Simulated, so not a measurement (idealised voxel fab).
You're looking at the process module voxel released beams.
FYI the section here is cut, 260 nm wide, cells are 5 nm squares.
Cross-section, as written here: a square-cell grid given band by band from the top down, where a band holds one or more rows of cells.
Band: top height; bottom height; in nm. Then, left to right: material with width in nm, for each material. "throughout": a single material spanning edge to edge. "blank": empty space.
Height datum 0, below which the as-received substrate wafer is one material. Lowest band open at the bottom, running downward: "0..down".
Per-row width for "30 to 40": begins at first number (top row of band), ends at second number (bottom row), increment between rows held constant.
"stayed the same" for a step: no cell of the cross-section changed in that step.
This entry, "Trapped voids", enumerates those empty regions of no fewer than 8 cells that possess no open connection to the top. Each region is reported in the form width x height at distance, the distance being taken from the left edge, with all three quantities expressed in nm.
On each step's line, the part that comes after the settings is the simulator's own comment on the step.
The optional step-line setting "overlay nm" applies to steps with a mask and quantifies how far to the right of its planned location the mask lay, a negative value indicating leftward placement.

**Listed below are the process steps as planned**
1) RECEIVE | material Si
2) CONFORMAL_DEP | material Al2O3 | thk nm 5
3) DIRECTIONAL_DEP | material SiO2 | thk nm 10
4) PATTERN | tone open | mask id ANCHOR | material resist | width nm 35 | thk nm 20 | overlay nm 0
5) DIRECTIONAL_ETCH | etch materials SiO2 | depth nm 10
6) STRIP | etch materials resist
7) CONFORMAL_DEP | material SiN | thk nm 10
8) DIRECTIONAL_DEP | material aC | thk nm 15
9) PATTERN | tone cover | mask id BEAM | material resist | width nm 90 | thk nm 35 | overlay nm 0
10) DIRECTIONAL_ETCH | etch materials aC | depth nm 15
11) STRIP | etch materials resist
12) DIRECTIONAL_ETCH | etch materials SiN | depth nm 10
13) STRIP | etch materials aC
14) STRIP | etch materials SiO2

**As received (post step 1): cross-section**
    0..down = Si throughout
    Trapped voids: none

**Here's the wafer cut in cross-section after the module, started and planned just like above, except one thing was done wrong in the run**
    20..10 = 80 nm blank, then 15 nm SiN, then 15 nm blank, then 60 nm SiN, then 90 nm blank
    10..0 = 85 nm blank, then 35 nm SiN, then 140 nm blank
    0..down = Si throughout
    Trapped voids: none
Deviation from plan: plan step 2: skipped, not run
